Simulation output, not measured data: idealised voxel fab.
Herein follows the process module entitled voxel air gaps.
Square cells of 5 nm make up the cross-section cut, whose width is 165 nm.
A cross-section is a grid of square cells, given in bands from the top down. A band is one or more rows of cells. Each band's line starts with the height of the band's top and of its bottom, in nm. Then come its materials from left to right, each with its width in nm. One material with "everywhere" fills the band from edge to edge. "blank" is empty space. Heights are reckoned from 0. Under this level, the received wafer is all of one material. The bottommost band is open-ended downward, for example "from 0 down". With a width like "30..40", each row of cells in the band differs from the next by the same amount, the top row carrying the first number and the bottom row the second. "nothing was modified", as given for a step, is the statement that not any cell of the cross-section underwent a change during that step. The entry "Cavities, sealed" lists the empty spaces that cover at least 8 cells and have no open path to the top. Each is written as width x height at distance, where the distance is measured from the left edge and all three values are in nm. On each step's line, the part that comes after the settings is the simulator's own comment on the step. What "overlay nm" on a step's line means: if the step has a mask, that mask lay this far to the right of its planned place, or, when the value is negative, to the left.
## Process steps - plan
- 1: RECEIVE: material Si
- 2: CONFORMAL_DEP: material SiO2, thk nm 15
- 3: CONFORMAL_DEP: material SiN, thk nm 5
- 4: DIRECTIONAL_DEP: material SiO2, thk nm 40
- 5: PATTERN: tone open, mask id LINES, material resist, width nm 15, pitch nm 40, thk nm 15, overlay nm 0
- 6: DIRECTIONAL_ETCH: etch materials SiO2, depth nm 40
- 7: STRIP: etch materials resist
- 8: CONFORMAL_DEP: material TiN, thk nm 5
- 9: FILL_DEP: material W, thk nm 10
- 10: CMP: height nm 60
- 11: EPI: material Ru, thk nm 10
- 12: SELECTIVE_ETCH: etch materials SiO2, depth nm 50
- 13: CONFORMAL_DEP: material SiCN, thk nm 5
## Cross-section of the incoming wafer, state after step 1
from 0 down | Si everywhere
Cavities, sealed: none
## The cross-section shown corresponds to the wafer at the conclusion of the module. The initial structure and the process plan are those presented above; however, one mistake occurred in executing the plan
from 75 to 70 | blank=20 / SiCN=125 / blank=20
from 70 to 60 | blank=20 / SiCN=5 / Ru=35 / SiCN=5 / Ru=35 / SiCN=5 / Ru=35 / SiCN=5 / blank=20
from 60 to 55 | blank=20 / SiCN=15 / TiN=5 / W=5 / TiN=5 / SiCN=25 / TiN=5 / W=5 / TiN=5 / SiCN=25 / TiN=5 / W=5 / TiN=5 / SiCN=15 / blank=20
from 55 to 35 | blank=30 / SiCN=5 / TiN=5 / W=5 / TiN=5 / SiCN=5 / blank=15 / SiCN=5 / TiN=5 / W=5 / TiN=5 / SiCN=5 / blank=15 / SiCN=5 / TiN=5 / W=5 / TiN=5 / SiCN=5 / blank=30
from 35 to 30 | SiCN=35 / TiN=15 / SiCN=25 / TiN=15 / SiCN=25 / TiN=15 / SiCN=35
from 30 to 15 | SiN everywhere
from 15 to 0 | SiO2 everywhere
from 0 down | Si everywhere
Cavities, sealed: 15 x 20 at 55; 15 x 20 at 95
What was the processing mistake? step 3, actual vs plan mismatch, actual run CONFORMAL_DEP: material SiN, thk nm 15
